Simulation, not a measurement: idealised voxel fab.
Proc. module: voxel capacitor over wiring
cross-section cut | 160 nm wide | cells 5 nm
Cross-section = grid of square cells, listed top down in bands; band = one or more rows. Heights first: top, then bottom, in nm. Then materials, left to right, each with a width in nm. "throughout" on a single material: fills the band edge to edge. "air": empty space. Ref level 0: as-received wafer is one material below here. Bottom band extends down with no lower bound ("z 0 and below"). Per-row width for "30..40": begins at first number (top row of band), ends at second number (bottom row), increment between rows held constant. "no change occurred" -> step changed no cross-section cell. "Fully enclosed voids" - sealed voids, min. 8 cells, no opening to top; format: width x height at distance (distance from left edge; nm throughout). Where a step's line continues beyond its settings, the continuation is a remark by the simulator itself on that step. For masked steps, "overlay nm" on the step line gives how far right of plan the mask actually lay; a minus sign means it lay to the left.

Steps planned for the process
1) RECEIVE | material Si
2) CONFORMAL_DEP | material SiO2 | thk nm 10
3) DIRECTIONAL_DEP | material TiN | thk nm 5
4) DIRECTIONAL_DEP | material Ru | thk nm 20
5) DIRECTIONAL_DEP | material aC | thk nm 15
6) PATTERN | tone cover | mask id METAL_1 | material resist | width nm 25 | pitch nm 75 | thk nm 35 | overlay nm 0
7) DIRECTIONAL_ETCH | etch materials aC | depth nm 15
8) STRIP | etch materials resist
9) DIRECTIONAL_ETCH | etch materials Ru | depth nm 20
10) DIRECTIONAL_ETCH | etch materials TiN | depth nm 5
11) STRIP | etch materials aC
12) FILL_DEP | material lowk | thk nm 5
13) CMP | height nm 35
14) CONFORMAL_DEP | material SiCN | thk nm 5
15) DIRECTIONAL_DEP | material SiO2 | thk nm 10
16) DIRECTIONAL_DEP | material aC | thk nm 10
17) PATTERN | tone open | mask id PLUG_1 | material resist | width nm 15 | thk nm 30 | overlay nm 0
18) DIRECTIONAL_ETCH | etch materials aC | depth nm 10
19) STRIP | etch materials resist
20) DIRECTIONAL_ETCH | etch materials SiO2 | depth nm 10
21) DIRECTIONAL_ETCH | etch materials SiCN | depth nm 5
22) STRIP | etch materials aC
23) CONFORMAL_DEP | material TiN | thk nm 5
24) FILL_DEP | material Ru | thk nm 5
25) CMP | height nm 50
26) DIRECTIONAL_DEP | material TiN | thk nm 10
27) DIRECTIONAL_DEP | material HfO2 | thk nm 5
28) DIRECTIONAL_DEP | material TiN | thk nm 10
29) MASKED_ETCH | tone cover | mask id UPPER_PLATE | width nm 55 | etch materials TiN | depth nm 10 | overlay nm 0
30) MASKED_ETCH | tone cover | mask id UPPER_PLATE | width nm 55 | etch materials HfO2 | depth nm 5 | overlay nm 0
31) PATTERN | tone cover | mask id LOWER_PLATE | material resist | width nm 65 | thk nm 20 | overlay nm 0
32) DIRECTIONAL_ETCH | etch materials TiN | depth nm 10
33) STRIP | etch materials resist
34) FILL_DEP | material SiO2 | thk nm 20
35) CMP | height nm 90
36) PATTERN | tone open | mask id PLUG_2 | material resist | width nm 15 | thk nm 20 | overlay nm 0
37) DIRECTIONAL_ETCH | etch materials SiO2 | depth nm 15
38) STRIP | etch materials resist
39) CONFORMAL_DEP | material TiN | thk nm 5
40) FILL_DEP | material W | thk nm 5
41) CMP | height nm 90
42) CONFORMAL_DEP | material SiN | thk nm 5

Cross-section, incoming material, after step 1
	z 0 and below | Si throughout
	Fully enclosed voids: none

Looking at the first of two wafers in cross-section at end of module - ran to plan
	z 95 to 90 | SiN throughout
	z 90 to 80 | SiO2 50 nm, then TiN 5 nm, then W 5 nm, then TiN 5 nm, then SiO2 95 nm
	z 80 to 75 | SiO2 50 nm, then TiN 15 nm, then SiO2 95 nm
	z 75 to 65 | SiO2 40 nm, then TiN 55 nm, then SiO2 65 nm
	z 65 to 60 | SiO2 40 nm, then HfO2 55 nm, then SiO2 65 nm
	z 60 to 50 | SiO2 35 nm, then TiN 65 nm, then SiO2 60 nm
	z 50 to 40 | SiO2 40 nm, then TiN 5 nm, then Ru 5 nm, then TiN 5 nm, then SiO2 105 nm
	z 40 to 35 | SiCN 40 nm, then TiN 15 nm, then SiCN 105 nm
	z 35 to 15 | lowk 30 nm, then Ru 25 nm, then lowk 50 nm, then Ru 25 nm, then lowk 30 nm
	z 15 to 10 | lowk 30 nm, then TiN 25 nm, then lowk 50 nm, then TiN 25 nm, then lowk 30 nm
	z 10 to 0 | SiO2 throughout
	z 0 and below | Si throughout
	Fully enclosed voids: none

Wafer two cross-section, module end. Start and plan unchanged from wafer one; one mistake made during the run
	z 95 to 90 | SiN throughout
	z 90 to 80 | SiO2 50 nm, then TiN 5 nm, then W 5 nm, then TiN 5 nm, then SiO2 95 nm
	z 80 to 75 | SiO2 50 nm, then TiN 15 nm, then SiO2 95 nm
	z 75 to 65 | SiO2 40 nm, then TiN 60 nm, then SiO2 60 nm
	z 65 to 60 | SiO2 40 nm, then HfO2 60 nm, then SiO2 60 nm
	z 60 to 50 | SiO2 35 nm, then TiN 65 nm, then SiO2 60 nm
	z 50 to 40 | SiO2 40 nm, then TiN 5 nm, then Ru 5 nm, then TiN 5 nm, then SiO2 105 nm
	z 40 to 35 | SiCN 40 nm, then TiN 15 nm, then SiCN 105 nm
	z 35 to 15 | lowk 30 nm, then Ru 25 nm, then lowk 50 nm, then Ru 25 nm, then lowk 30 nm
	z 15 to 10 | lowk 30 nm, then TiN 25 nm, then lowk 50 nm, then TiN 25 nm, then lowk 30 nm
	z 10 to 0 | SiO2 throughout
	z 0 and below | Si throughout
	Fully enclosed voids: none
Which mistake was made when the wafer was run? step 29 ran with different settings than intended, the actual operation and settings being MASKED_ETCH | tone cover | mask id UPPER_PLATE | width nm 60 | etch materials TiN | depth nm 10 | overlay nm 0
Bottom line after processing is that, in cells, the second wafer is up or down on some materials versus the first: HfO2 +1; SiO2 -3; TiN +2
